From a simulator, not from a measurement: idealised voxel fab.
Process module under the name voxel wiring stack
Displayed cross-section: cut, width of 270 nm, square cells sized 5 nm.
The cross-sections in this document take the form of a grid made of square cells. They are written out as bands, in order from top to bottom. Each band consists of one or more rows of cells.
What a band's entry tells you: where the top is and where the bottom is, as heights in nm, and after that what lies inside, material by material from left to right, each with its width in nm. Empty space is written as the word "air", and a single material marked with the word "all across" occupies the band from edge to edge.
We count height from 0. Below that, the starting wafer is all one material. The lowest band never ends at the bottom but goes on down; see "0 and below" for how that is written.
Width: "30..40" (first number = top row, second number = bottom row, same change from row to row of cells).
You'll sometimes find "identical to before" written for a step, and that's the way of saying that nowhere in the cross-section did a cell change during that step.
In the "Listed closed voids" entry, you get each enclosed empty space of 8 cells or more, one with no open way to the top, written width x height at distance, distance from the left edge, in nm.
Text after the settings on a step's line: the simulator's own remark on that step.
overlay nm: mask offset rightward from planned place, masked step; negative means leftward offset.
**Intended process steps**
1,RECEIVE (material Si)
2,CONFORMAL_DEP (material SiO2; thk nm 10)
3,DIRECTIONAL_DEP (material TiN; thk nm 5)
4,DIRECTIONAL_DEP (material W; thk nm 15)
5,MASKED_ETCH (tone cover; mask id METAL_1; width nm 25; pitch nm 40; etch materials W; depth nm 15; overlay nm 0)
6,MASKED_ETCH (tone cover; mask id METAL_1; width nm 25; pitch nm 40; etch materials TiN; depth nm 5; overlay nm 0)
7,FILL_DEP (material lowk; thk nm 10)
8,CMP (height nm 30)
9,CONFORMAL_DEP (material SiCN; thk nm 5)
10,DIRECTIONAL_DEP (material SiO2; thk nm 10)
11,DIRECTIONAL_DEP (material aC; thk nm 15)
12,PATTERN (tone open; mask id PLUG_1; material resist; width nm 15; pitch nm 40; thk nm 30; overlay nm 0)
13,DIRECTIONAL_ETCH (etch materials aC; depth nm 15)
14,STRIP (etch materials resist)
15,DIRECTIONAL_ETCH (etch materials SiO2; depth nm 10)
16,DIRECTIONAL_ETCH (etch materials SiCN; depth nm 5)
17,STRIP (etch materials aC)
18,CONFORMAL_DEP (material TiN; thk nm 5)
19,FILL_DEP (material W; thk nm 5)
20,CMP (height nm 45)
21,CONFORMAL_DEP (material SiCN; thk nm 5)
22,DIRECTIONAL_DEP (material SiO2; thk nm 15)
23,MASKED_ETCH (tone open; mask id METAL_2; width nm 25; pitch nm 40; etch materials SiO2; depth nm 15; overlay nm 0)
24,MASKED_ETCH (tone open; mask id METAL_2; width nm 25; pitch nm 40; etch materials SiCN; depth nm 5; overlay nm 0)
25,CONFORMAL_DEP (material TiN; thk nm 5)
26,FILL_DEP (material Cu; thk nm 5)
27,CMP (height nm 65)
28,CONFORMAL_DEP (material SiCN; thk nm 5)
29,DIRECTIONAL_DEP (material lowk; thk nm 35)
30,DIRECTIONAL_DEP (material aC; thk nm 15)
31,PATTERN (tone open; mask id METAL_3_HOLES; material resist; width nm 15; pitch nm 40; thk nm 30; overlay nm 0)
32,DIRECTIONAL_ETCH (etch materials aC; depth nm 15)
33,STRIP (etch materials resist)
34,DIRECTIONAL_ETCH (etch materials lowk; depth nm 35)
35,STRIP (etch materials aC)
36,DIRECTIONAL_DEP (material aC; thk nm 15)
37,PATTERN (tone open; mask id METAL_3; material resist; width nm 25; pitch nm 40; thk nm 35; overlay nm 0)
38,DIRECTIONAL_ETCH (etch materials aC; depth nm 15)
39,STRIP (etch materials resist)
40,DIRECTIONAL_ETCH (etch materials lowk; depth nm 20)
41,DIRECTIONAL_ETCH (etch materials SiCN; depth nm 5)
42,STRIP (etch materials aC)
43,CONFORMAL_DEP (material TiN; thk nm 5)
44,FILL_DEP (material Ru; thk nm 5)
45,CMP (height nm 105)
46,CONFORMAL_DEP (material SiCN; thk nm 5)
47,DIRECTIONAL_DEP (material SiO2; thk nm 25)
48,PATTERN (tone open; mask id METAL_4; material resist; width nm 25; pitch nm 40; thk nm 15; overlay nm 0)
49,DIRECTIONAL_ETCH (etch materials SiO2; depth nm 15)
50,STRIP (etch materials resist)
51,DIRECTIONAL_DEP (material aC; thk nm 15)
52,PATTERN (tone open; mask id METAL_4_HOLES; material resist; width nm 15; pitch nm 80; thk nm 35; overlay nm 0)
53,DIRECTIONAL_ETCH (etch materials aC; depth nm 15)
54,STRIP (etch materials resist)
55,DIRECTIONAL_ETCH (etch materials SiO2; depth nm 10)
56,DIRECTIONAL_ETCH (etch materials SiCN; depth nm 5)
57,STRIP (etch materials aC)
58,CONFORMAL_DEP (material TiN; thk nm 5)
59,FILL_DEP (material Ru; thk nm 5)
60,CMP (height nm 135)
61,CONFORMAL_DEP (material SiN; thk nm 5)
**The first of the two wafers, which ran as planned**
**As-received state of the wafer in cross-section, equivalent to post-step 1**
	0 and below = Si all across
	Listed closed voids: none
**The wafer, seen in cross-section, after step 2**
	10 down to 0 = SiO2 all across
	Under the height 0 nothing was changed.
**The wafer, seen in cross-section, after step 3**
	15 down to 10 = TiN all across
	Under the height 10 nothing was changed.
**The wafer, seen in cross-section, after step 4**
	30 down to 15 = W all across
	Under the height 15 nothing was changed.
**The wafer, seen in cross-section, after step 5**
	30 down to 15 = air=80  W=25  air=15  W=25  air=15  W=25  air=85
	Under the height 15 nothing was changed.
**The wafer, seen in cross-section, after step 6**
	30 down to 15 = air=80  W=25  air=15  W=25  air=15  W=25  air=85
	15 down to 10 = air=80  TiN=25  air=15  TiN=25  air=15  TiN=25  air=85
	Under the height 10 nothing was changed.
**The wafer, seen in cross-section, after step 7**
	40 down to 30 = lowk all across
	30 down to 15 = lowk=80  W=25  lowk=15  W=25  lowk=15  W=25  lowk=85
	15 down to 10 = lowk=80  TiN=25  lowk=15  TiN=25  lowk=15  TiN=25  lowk=85
	Under the height 10 nothing was changed.
**The wafer, seen in cross-section, after step 8**
	30 down to 15 = lowk=80  W=25  lowk=15  W=25  lowk=15  W=25  lowk=85
	Under the height 15 nothing was changed.
**The wafer, seen in cross-section, after step 9**
	35 down to 30 = SiCN all across
	Under the height 30 nothing was changed.
**The wafer, seen in cross-section, after step 10**
	45 down to 35 = SiO2 all across
	Under the height 35 nothing was changed.
**The wafer, seen in cross-section, after step 11**
	60 down to 45 = aC all across
	Under the height 45 nothing was changed.
**The wafer, seen in cross-section, after step 12**
	90 down to 60 = resist=80  air=15  resist=25  air=15  resist=25  air=15  resist=95
	Under the height 60 nothing was changed.
**The wafer, seen in cross-section, after step 13**
	75 down to 60 = resist=80  air=15  resist=25  air=15  resist=25  air=15  resist=95
	60 down to 45 = aC=80  air=15  aC=25  air=15  aC=25  air=15  aC=95
	Under the height 45 nothing was changed.
**The wafer, seen in cross-section, after step 14**
	60 down to 45 = aC=80  air=15  aC=25  air=15  aC=25  air=15  aC=95
	Under the height 45 nothing was changed.
**The wafer, seen in cross-section, after step 15**
	60 down to 45 = aC=80  air=15  aC=25  air=15  aC=25  air=15  aC=95
	45 down to 35 = SiO2=80  air=15  SiO2=25  air=15  SiO2=25  air=15  SiO2=95
	Under the height 35 nothing was changed.
**The wafer, seen in cross-section, after step 16**
	60 down to 45 = aC=80  air=15  aC=25  air=15  aC=25  air=15  aC=95
	45 down to 35 = SiO2=80  air=15  SiO2=25  air=15  SiO2=25  air=15  SiO2=95
	35 down to 30 = SiCN=80  air=15  SiCN=25  air=15  SiCN=25  air=15  SiCN=95
	Under the height 30 nothing was changed.
**The wafer, seen in cross-section, after step 17**
	45 down to 35 = SiO2=80  air=15  SiO2=25  air=15  SiO2=25  air=15  SiO2=95
	Under the height 35 nothing was changed.
**The wafer, seen in cross-section, after step 18**
	50 down to 45 = TiN=85  air=5  TiN=35  air=5  TiN=35  air=5  TiN=100
	45 down to 35 = SiO2=80  TiN=5  air=5  TiN=5  SiO2=25  TiN=5  air=5  TiN=5  SiO2=25  TiN=5  air=5  TiN=5  SiO2=95
	35 down to 30 = SiCN=80  TiN=15  SiCN=25  TiN=15  SiCN=25  TiN=15  SiCN=95
	Under the height 30 nothing was changed.
**The wafer, seen in cross-section, after step 19**
	55 down to 50 = W all across
	50 down to 45 = TiN=85  W=5  TiN=35  W=5  TiN=35  W=5  TiN=100
	45 down to 35 = SiO2=80  TiN=5  W=5  TiN=5  SiO2=25  TiN=5  W=5  TiN=5  SiO2=25  TiN=5  W=5  TiN=5  SiO2=95
	Under the height 35 nothing was changed.
**The wafer, seen in cross-section, after step 20**
	45 down to 35 = SiO2=80  TiN=5  W=5  TiN=5  SiO2=25  TiN=5  W=5  TiN=5  SiO2=25  TiN=5  W=5  TiN=5  SiO2=95
	Under the height 35 nothing was changed.
**The wafer, seen in cross-section, after step 21**
	50 down to 45 = SiCN all across
	Under the height 45 nothing was changed.
**The wafer, seen in cross-section, after step 22**
	65 down to 50 = SiO2 all across
	Under the height 50 nothing was changed.
**The wafer, seen in cross-section, after step 23**
	65 down to 50 = SiO2=80  air=25  SiO2=15  air=25  SiO2=15  air=25  SiO2=85
	Under the height 50 nothing was changed.
**The wafer, seen in cross-section, after step 24**
	65 down to 50 = SiO2=80  air=25  SiO2=15  air=25  SiO2=15  air=25  SiO2=85
	50 down to 45 = SiCN=80  air=25  SiCN=15  air=25  SiCN=15  air=25  SiCN=85
	Under the height 45 nothing was changed.
**The wafer, seen in cross-section, after step 25**
	70 down to 65 = TiN=85  air=15  TiN=25  air=15  TiN=25  air=15  TiN=90
	65 down to 50 = SiO2=80  TiN=5  air=15  TiN=5  SiO2=15  TiN=5  air=15  TiN=5  SiO2=15  TiN=5  air=15  TiN=5  SiO2=85
	50 down to 45 = SiCN=80  TiN=25  SiCN=15  TiN=25  SiCN=15  TiN=25  SiCN=85
	Under the height 45 nothing was changed.
**The wafer, seen in cross-section, after step 26**
	75 down to 70 = Cu all across
	70 down to 65 = TiN=85  Cu=15  TiN=25  Cu=15  TiN=25  Cu=15  TiN=90
	65 down to 50 = SiO2=80  TiN=5  Cu=15  TiN=5  SiO2=15  TiN=5  Cu=15  TiN=5  SiO2=15  TiN=5  Cu=15  TiN=5  SiO2=85
	Under the height 50 nothing was changed.
**The wafer, seen in cross-section, after step 27**
	65 down to 50 = SiO2=80  TiN=5  Cu=15  TiN=5  SiO2=15  TiN=5  Cu=15  TiN=5  SiO2=15  TiN=5  Cu=15  TiN=5  SiO2=85
	Under the height 50 nothing was changed.
**The wafer, seen in cross-section, after step 28**
	70 down to 65 = SiCN all across
	Under the height 65 nothing was changed.
**The wafer, seen in cross-section, after step 29**
	105 down to 70 = lowk all across
	Under the height 70 nothing was changed.
**The wafer, seen in cross-section, after step 30**
	120 down to 105 = aC all across
	Under the height 105 nothing was changed.
**The wafer, seen in cross-section, after step 31**
	150 down to 120 = resist=80  air=15  resist=25  air=15  resist=25  air=15  resist=95
	Under the height 120 nothing was changed.
**The wafer, seen in cross-section, after step 32**
	135 down to 120 = resist=80  air=15  resist=25  air=15  resist=25  air=15  resist=95
	120 down to 105 = aC=80  air=15  aC=25  air=15  aC=25  air=15  aC=95
	Under the height 105 nothing was changed.
**The wafer, seen in cross-section, after step 33**
	120 down to 105 = aC=80  air=15  aC=25  air=15  aC=25  air=15  aC=95
	Under the height 105 nothing was changed.
**The wafer, seen in cross-section, after step 34**
	120 down to 105 = aC=80  air=15  aC=25  air=15  aC=25  air=15  aC=95
	105 down to 70 = lowk=80  air=15  lowk=25  air=15  lowk=25  air=15  lowk=95
	Under the height 70 nothing was changed.
**The wafer, seen in cross-section, after step 35**
	105 down to 70 = lowk=80  air=15  lowk=25  air=15  lowk=25  air=15  lowk=95
	Under the height 70 nothing was changed.
**The wafer, seen in cross-section, after step 36**
	120 down to 105 = aC=80  air=15  aC=25  air=15  aC=25  air=15  aC=95
	105 down to 85 = lowk=80  air=15  lowk=25  air=15  lowk=25  air=15  lowk=95
	85 down to 70 = lowk=80  aC=15  lowk=25  aC=15  lowk=25  aC=15  lowk=95
	Under the height 70 nothing was changed.
**The wafer, seen in cross-section, after step 37**
	155 down to 120 = resist=80  air=25  resist=15  air=25  resist=15  air=25  resist=85
	Under the height 120 nothing was changed.
**The wafer, seen in cross-section, after step 38**
	140 down to 120 = resist=80  air=25  resist=15  air=25  resist=15  air=25  resist=85
	120 down to 105 = aC=80  air=25  aC=15  air=25  aC=15  air=25  aC=85
	105 down to 70 = lowk=80  air=15  lowk=25  air=15  lowk=25  air=15  lowk=95
	Under the height 70 nothing was changed.
**The wafer, seen in cross-section, after step 39**
	120 down to 105 = aC=80  air=25  aC=15  air=25  aC=15  air=25  aC=85
	Under the height 105 nothing was changed.
**The wafer, seen in cross-section, after step 40**
	120 down to 105 = aC=80  air=25  aC=15  air=25  aC=15  air=25  aC=85
	105 down to 85 = lowk=80  air=25  lowk=15  air=25  lowk=15  air=25  lowk=85
	Under the height 85 nothing was changed.
**The wafer, seen in cross-section, after step 41**
	120 down to 105 = aC=80  air=25  aC=15  air=25  aC=15  air=25  aC=85
	105 down to 85 = lowk=80  air=25  lowk=15  air=25  lowk=15  air=25  lowk=85
	85 down to 70 = lowk=80  air=15  lowk=25  air=15  lowk=25  air=15  lowk=95
	70 down to 65 = SiCN=80  air=15  SiCN=25  air=15  SiCN=25  air=15  SiCN=95
	Under the height 65 nothing was changed.
**The wafer, seen in cross-section, after step 42**
	105 down to 85 = lowk=80  air=25  lowk=15  air=25  lowk=15  air=25  lowk=85
	Under the height 85 nothing was changed.
**The wafer, seen in cross-section, after step 43**
	110 down to 105 = TiN=85  air=15  TiN=25  air=15  TiN=25  air=15  TiN=90
	105 down to 90 = lowk=80  TiN=5  air=15  TiN=5  lowk=15  TiN=5  air=15  TiN=5  lowk=15  TiN=5  air=15  TiN=5  lowk=85
	90 down to 85 = lowk=80  TiN=5  air=5  TiN=15  lowk=15  TiN=5  air=5  TiN=15  lowk=15  TiN=5  air=5  TiN=15  lowk=85
	85 down to 70 = lowk=80  TiN=5  air=5  TiN=5  lowk=25  TiN=5  air=5  TiN=5  lowk=25  TiN=5  air=5  TiN=5  lowk=95
	70 down to 65 = SiCN=80  TiN=15  SiCN=25  TiN=15  SiCN=25  TiN=15  SiCN=95
	Under the height 65 nothing was changed.
**The wafer, seen in cross-section, after step 44**
	115 down to 110 = Ru all across
	110 down to 105 = TiN=85  Ru=15  TiN=25  Ru=15  TiN=25  Ru=15  TiN=90
	105 down to 90 = lowk=80  TiN=5  Ru=15  TiN=5  lowk=15  TiN=5  Ru=15  TiN=5  lowk=15  TiN=5  Ru=15  TiN=5  lowk=85
	90 down to 85 = lowk=80  TiN=5  Ru=5  TiN=15  lowk=15  TiN=5  Ru=5  TiN=15  lowk=15  TiN=5  Ru=5  TiN=15  lowk=85
	85 down to 70 = lowk=80  TiN=5  Ru=5  TiN=5  lowk=25  TiN=5  Ru=5  TiN=5  lowk=25  TiN=5  Ru=5  TiN=5  lowk=95
	Under the height 70 nothing was changed.
**The wafer, seen in cross-section, after step 45**
	105 down to 90 = lowk=80  TiN=5  Ru=15  TiN=5  lowk=15  TiN=5  Ru=15  TiN=5  lowk=15  TiN=5  Ru=15  TiN=5  lowk=85
	Under the height 90 nothing was changed.
**The wafer, seen in cross-section, after step 46**
	110 down to 105 = SiCN all across
	Under the height 105 nothing was changed.
**The wafer, seen in cross-section, after step 47**
	135 down to 110 = SiO2 all across
	Under the height 110 nothing was changed.
**The wafer, seen in cross-section, after step 48**
	150 down to 135 = resist=80  air=25  resist=15  air=25  resist=15  air=25  resist=85
	Under the height 135 nothing was changed.
**The wafer, seen in cross-section, after step 49**
	150 down to 135 = resist=80  air=25  resist=15  air=25  resist=15  air=25  resist=85
	135 down to 120 = SiO2=80  air=25  SiO2=15  air=25  SiO2=15  air=25  SiO2=85
	Under the height 120 nothing was changed.
**The wafer, seen in cross-section, after step 50**
	135 down to 120 = SiO2=80  air=25  SiO2=15  air=25  SiO2=15  air=25  SiO2=85
	Under the height 120 nothing was changed.
**The wafer, seen in cross-section, after step 51**
	150 down to 135 = aC=80  air=25  aC=15  air=25  aC=15  air=25  aC=85
	135 down to 120 = SiO2=80  aC=25  SiO2=15  aC=25  SiO2=15  aC=25  SiO2=85
	Under the height 120 nothing was changed.
**The wafer, seen in cross-section, after step 52**
	185 down to 150 = resist=80  air=15  resist=65  air=15  resist=95
	150 down to 135 = aC=80  air=15  resist=10  aC=15  resist=25  aC=15  air=15  resist=10  aC=85
	Under the height 135 nothing was changed.
**The wafer, seen in cross-section, after step 53**
	170 down to 150 = resist=80  air=15  resist=65  air=15  resist=95
	150 down to 135 = aC=80  air=15  resist=10  aC=15  resist=25  aC=15  air=15  resist=10  aC=85
	135 down to 120 = SiO2=80  air=15  aC=10  SiO2=15  aC=25  SiO2=15  air=15  aC=10  SiO2=85
	Under the height 120 nothing was changed.
**The wafer, seen in cross-section, after step 54**
	150 down to 135 = aC=80  air=25  aC=15  air=25  aC=15  air=25  aC=85
	Under the height 135 nothing was changed.
**The wafer, seen in cross-section, after step 55**
	150 down to 135 = aC=80  air=25  aC=15  air=25  aC=15  air=25  aC=85
	135 down to 120 = SiO2=80  air=15  aC=10  SiO2=15  aC=25  SiO2=15  air=15  aC=10  SiO2=85
	120 down to 110 = SiO2=80  air=15  SiO2=65  air=15  SiO2=95
	Under the height 110 nothing was changed.
**The wafer, seen in cross-section, after step 56**
	150 down to 135 = aC=80  air=25  aC=15  air=25  aC=15  air=25  aC=85
	135 down to 120 = SiO2=80  air=15  aC=10  SiO2=15  aC=25  SiO2=15  air=15  aC=10  SiO2=85
	120 down to 110 = SiO2=80  air=15  SiO2=65  air=15  SiO2=95
	110 down to 105 = SiCN=80  air=15  SiCN=65  air=15  SiCN=95
	Under the height 105 nothing was changed.
**The wafer, seen in cross-section, after step 57**
	135 down to 120 = SiO2=80  air=25  SiO2=15  air=25  SiO2=15  air=25  SiO2=85
	Under the height 120 nothing was changed.
**The wafer, seen in cross-section, after step 58**
	140 down to 135 = TiN=85  air=15  TiN=25  air=15  TiN=25  air=15  TiN=90
	135 down to 125 = SiO2=80  TiN=5  air=15  TiN=5  SiO2=15  TiN=5  air=15  TiN=5  SiO2=15  TiN=5  air=15  TiN=5  SiO2=85
	125 down to 120 = SiO2=80  TiN=5  air=5  TiN=15  SiO2=15  TiN=25  SiO2=15  TiN=5  air=5  TiN=15  SiO2=85
	120 down to 110 = SiO2=80  TiN=5  air=5  TiN=5  SiO2=65  TiN=5  air=5  TiN=5  SiO2=95
	110 down to 105 = SiCN=80  TiN=15  SiCN=65  TiN=15  SiCN=95
	Under the height 105 nothing was changed.
**The wafer, seen in cross-section, after step 59**
	145 down to 140 = Ru all across
	140 down to 135 = TiN=85  Ru=15  TiN=25  Ru=15  TiN=25  Ru=15  TiN=90
	135 down to 125 = SiO2=80  TiN=5  Ru=15  TiN=5  SiO2=15  TiN=5  Ru=15  TiN=5  SiO2=15  TiN=5  Ru=15  TiN=5  SiO2=85
	125 down to 120 = SiO2=80  TiN=5  Ru=5  TiN=15  SiO2=15  TiN=25  SiO2=15  TiN=5  Ru=5  TiN=15  SiO2=85
	120 down to 110 = SiO2=80  TiN=5  Ru=5  TiN=5  SiO2=65  TiN=5  Ru=5  TiN=5  SiO2=95
	Under the height 110 nothing was changed.
**The wafer, seen in cross-section, after step 60**
	135 down to 125 = SiO2=80  TiN=5  Ru=15  TiN=5  SiO2=15  TiN=5  Ru=15  TiN=5  SiO2=15  TiN=5  Ru=15  TiN=5  SiO2=85
	Under the height 125 nothing was changed.
**The wafer, seen in cross-section, after step 61**
	140 down to 135 = SiN all across
	Under the height 135 nothing was changed.
**Second wafer: same start and same plan as the first, one execution error; identical to the first through step 30**
**Cross-section, second wafer, at the end time the plan gives for step 31**
	150 down to 120 = resist=90  air=15  resist=25  air=15  resist=25  air=15  resist=85
	Under the height 120 nothing was changed.
**Cross-section, second wafer, at the end time the plan gives for step 32**
	135 down to 120 = resist=90  air=15  resist=25  air=15  resist=25  air=15  resist=85
	120 down to 105 = aC=90  air=15  aC=25  air=15  aC=25  air=15  aC=85
	Under the height 105 nothing was changed.
**Cross-section, second wafer, at the end time the plan gives for step 33**
	120 down to 105 = aC=90  air=15  aC=25  air=15  aC=25  air=15  aC=85
	Under the height 105 nothing was changed.
**Cross-section, second wafer, at the end time the plan gives for step 34**
	120 down to 105 = aC=90  air=15  aC=25  air=15  aC=25  air=15  aC=85
	105 down to 70 = lowk=90  air=15  lowk=25  air=15  lowk=25  air=15  lowk=85
	Under the height 70 nothing was changed.
**Cross-section, second wafer, at the end time the plan gives for step 35**
	105 down to 70 = lowk=90  air=15  lowk=25  air=15  lowk=25  air=15  lowk=85
	Under the height 70 nothing was changed.
**Cross-section, second wafer, at the end time the plan gives for step 36**
	120 down to 105 = aC=90  air=15  aC=25  air=15  aC=25  air=15  aC=85
	105 down to 85 = lowk=90  air=15  lowk=25  air=15  lowk=25  air=15  lowk=85
	85 down to 70 = lowk=90  aC=15  lowk=25  aC=15  lowk=25  aC=15  lowk=85
	Under the height 70 nothing was changed.
**Cross-section, second wafer, at the end time the plan gives for step 37**
	155 down to 120 = resist=80  air=25  resist=15  air=25  resist=15  air=25  resist=85
	Under the height 120 nothing was changed.
**Cross-section, second wafer, at the end time the plan gives for step 38**
	140 down to 120 = resist=80  air=25  resist=15  air=25  resist=15  air=25  resist=85
	120 down to 105 = aC=80  air=25  aC=15  air=25  aC=15  air=25  aC=85
	105 down to 70 = lowk=90  air=15  lowk=25  air=15  lowk=25  air=15  lowk=85
	Under the height 70 nothing was changed.
**Cross-section, second wafer, at the end time the plan gives for step 39**
	120 down to 105 = aC=80  air=25  aC=15  air=25  aC=15  air=25  aC=85
	Under the height 105 nothing was changed.
**Cross-section, second wafer, at the end time the plan gives for step 40**
	120 down to 105 = aC=80  air=25  aC=15  air=25  aC=15  air=25  aC=85
	105 down to 85 = lowk=80  air=25  lowk=15  air=25  lowk=15  air=25  lowk=85
	Under the height 85 nothing was changed.
**Cross-section, second wafer, at the end time the plan gives for step 41**
	120 down to 105 = aC=80  air=25  aC=15  air=25  aC=15  air=25  aC=85
	105 down to 85 = lowk=80  air=25  lowk=15  air=25  lowk=15  air=25  lowk=85
	85 down to 70 = lowk=90  air=15  lowk=25  air=15  lowk=25  air=15  lowk=85
	70 down to 65 = SiCN=90  air=15  SiCN=25  air=15  SiCN=25  air=15  SiCN=85
	Under the height 65 nothing was changed.
**Cross-section, second wafer, at the end time the plan gives for step 42**
	105 down to 85 = lowk=80  air=25  lowk=15  air=25  lowk=15  air=25  lowk=85
	Under the height 85 nothing was changed.
**Cross-section, second wafer, at the end time the plan gives for step 43**
	110 down to 105 = TiN=85  air=15  TiN=25  air=15  TiN=25  air=15  TiN=90
	105 down to 90 = lowk=80  TiN=5  air=15  TiN=5  lowk=15  TiN=5  air=15  TiN=5  lowk=15  TiN=5  air=15  TiN=5  lowk=85
	90 down to 85 = lowk=80  TiN=15  air=5  TiN=5  lowk=15  TiN=15  air=5  TiN=5  lowk=15  TiN=15  air=5  TiN=5  lowk=85
	85 down to 70 = lowk=90  TiN=5  air=5  TiN=5  lowk=25  TiN=5  air=5  TiN=5  lowk=25  TiN=5  air=5  TiN=5  lowk=85
	70 down to 65 = SiCN=90  TiN=15  SiCN=25  TiN=15  SiCN=25  TiN=15  SiCN=85
	Under the height 65 nothing was changed.
**Cross-section, second wafer, at the end time the plan gives for step 44**
	115 down to 110 = Ru all across
	110 down to 105 = TiN=85  Ru=15  TiN=25  Ru=15  TiN=25  Ru=15  TiN=90
	105 down to 90 = lowk=80  TiN=5  Ru=15  TiN=5  lowk=15  TiN=5  Ru=15  TiN=5  lowk=15  TiN=5  Ru=15  TiN=5  lowk=85
	90 down to 85 = lowk=80  TiN=15  Ru=5  TiN=5  lowk=15  TiN=15  Ru=5  TiN=5  lowk=15  TiN=15  Ru=5  TiN=5  lowk=85
	85 down to 70 = lowk=90  TiN=5  Ru=5  TiN=5  lowk=25  TiN=5  Ru=5  TiN=5  lowk=25  TiN=5  Ru=5  TiN=5  lowk=85
	Under the height 70 nothing was changed.
**Cross-section, second wafer, at the end time the plan gives for step 45**
	105 down to 90 = lowk=80  TiN=5  Ru=15  TiN=5  lowk=15  TiN=5  Ru=15  TiN=5  lowk=15  TiN=5  Ru=15  TiN=5  lowk=85
	Under the height 90 nothing was changed.
**Cross-section, second wafer, at the end time the plan gives for step 46**
	110 down to 105 = SiCN all across
	Under the height 105 nothing was changed.
**Cross-section, second wafer, at the end time the plan gives for step 47**
	135 down to 110 = SiO2 all across
	Under the height 110 nothing was changed.
**Cross-section, second wafer, at the end time the plan gives for step 48**
	150 down to 135 = resist=80  air=25  resist=15  air=25  resist=15  air=25  resist=85
	Under the height 135 nothing was changed.
**Cross-section, second wafer, at the end time the plan gives for step 49**
	150 down to 135 = resist=80  air=25  resist=15  air=25  resist=15  air=25  resist=85
	135 down to 120 = SiO2=80  air=25  SiO2=15  air=25  SiO2=15  air=25  SiO2=85
	Under the height 120 nothing was changed.
**Cross-section, second wafer, at the end time the plan gives for step 50**
	135 down to 120 = SiO2=80  air=25  SiO2=15  air=25  SiO2=15  air=25  SiO2=85
	Under the height 120 nothing was changed.
**Cross-section, second wafer, at the end time the plan gives for step 51**
	150 down to 135 = aC=80  air=25  aC=15  air=25  aC=15  air=25  aC=85
	135 down to 120 = SiO2=80  aC=25  SiO2=15  aC=25  SiO2=15  aC=25  SiO2=85
	Under the height 120 nothing was changed.
**Cross-section, second wafer, at the end time the plan gives for step 52**
	185 down to 150 = resist=80  air=15  resist=65  air=15  resist=95
	150 down to 135 = aC=80  air=15  resist=10  aC=15  resist=25  aC=15  air=15  resist=10  aC=85
	Under the height 135 nothing was changed.
**Cross-section, second wafer, at the end time the plan gives for step 53**
	170 down to 150 = resist=80  air=15  resist=65  air=15  resist=95
	150 down to 135 = aC=80  air=15  resist=10  aC=15  resist=25  aC=15  air=15  resist=10  aC=85
	135 down to 120 = SiO2=80  air=15  aC=10  SiO2=15  aC=25  SiO2=15  air=15  aC=10  SiO2=85
	Under the height 120 nothing was changed.
**Cross-section, second wafer, at the end time the plan gives for step 54**
	150 down to 135 = aC=80  air=25  aC=15  air=25  aC=15  air=25  aC=85
	Under the height 135 nothing was changed.
**Cross-section, second wafer, at the end time the plan gives for step 55**
	150 down to 135 = aC=80  air=25  aC=15  air=25  aC=15  air=25  aC=85
	135 down to 120 = SiO2=80  air=15  aC=10  SiO2=15  aC=25  SiO2=15  air=15  aC=10  SiO2=85
	120 down to 110 = SiO2=80  air=15  SiO2=65  air=15  SiO2=95
	Under the height 110 nothing was changed.
**Cross-section, second wafer, at the end time the plan gives for step 56**
	150 down to 135 = aC=80  air=25  aC=15  air=25  aC=15  air=25  aC=85
	135 down to 120 = SiO2=80  air=15  aC=10  SiO2=15  aC=25  SiO2=15  air=15  aC=10  SiO2=85
	120 down to 110 = SiO2=80  air=15  SiO2=65  air=15  SiO2=95
	110 down to 105 = SiCN=80  air=15  SiCN=65  air=15  SiCN=95
	Under the height 105 nothing was changed.
**Cross-section, second wafer, at the end time the plan gives for step 57**
	135 down to 120 = SiO2=80  air=25  SiO2=15  air=25  SiO2=15  air=25  SiO2=85
	Under the height 120 nothing was changed.
**Cross-section, second wafer, at the end time the plan gives for step 58**
	140 down to 135 = TiN=85  air=15  TiN=25  air=15  TiN=25  air=15  TiN=90
	135 down to 125 = SiO2=80  TiN=5  air=15  TiN=5  SiO2=15  TiN=5  air=15  TiN=5  SiO2=15  TiN=5  air=15  TiN=5  SiO2=85
	125 down to 120 = SiO2=80  TiN=5  air=5  TiN=15  SiO2=15  TiN=25  SiO2=15  TiN=5  air=5  TiN=15  SiO2=85
	120 down to 110 = SiO2=80  TiN=5  air=5  TiN=5  SiO2=65  TiN=5  air=5  TiN=5  SiO2=95
	110 down to 105 = SiCN=80  TiN=15  SiCN=65  TiN=15  SiCN=95
	Under the height 105 nothing was changed.
**Cross-section, second wafer, at the end time the plan gives for step 59**
	145 down to 140 = Ru all across
	140 down to 135 = TiN=85  Ru=15  TiN=25  Ru=15  TiN=25  Ru=15  TiN=90
	135 down to 125 = SiO2=80  TiN=5  Ru=15  TiN=5  SiO2=15  TiN=5  Ru=15  TiN=5  SiO2=15  TiN=5  Ru=15  TiN=5  SiO2=85
	125 down to 120 = SiO2=80  TiN=5  Ru=5  TiN=15  SiO2=15  TiN=25  SiO2=15  TiN=5  Ru=5  TiN=15  SiO2=85
	120 down to 110 = SiO2=80  TiN=5  Ru=5  TiN=5  SiO2=65  TiN=5  Ru=5  TiN=5  SiO2=95
	Under the height 110 nothing was changed.
**Cross-section, second wafer, at the end time the plan gives for step 60**
	135 down to 125 = SiO2=80  TiN=5  Ru=15  TiN=5  SiO2=15  TiN=5  Ru=15  TiN=5  SiO2=15  TiN=5  Ru=15  TiN=5  SiO2=85
	Under the height 125 nothing was changed.
**Cross-section, second wafer, at the end time the plan gives for step 61**
	140 down to 135 = SiN all across
	Under the height 135 nothing was changed.
What was the processing mistake? not per plan at step 31, really ran PATTERN (tone open; mask id METAL_3_HOLES; material resist; width nm 15; pitch nm 40; thk nm 30; overlay nm 10)
At the close, every material occupies the same number of cells on the second wafer as on the first, only in different positions.
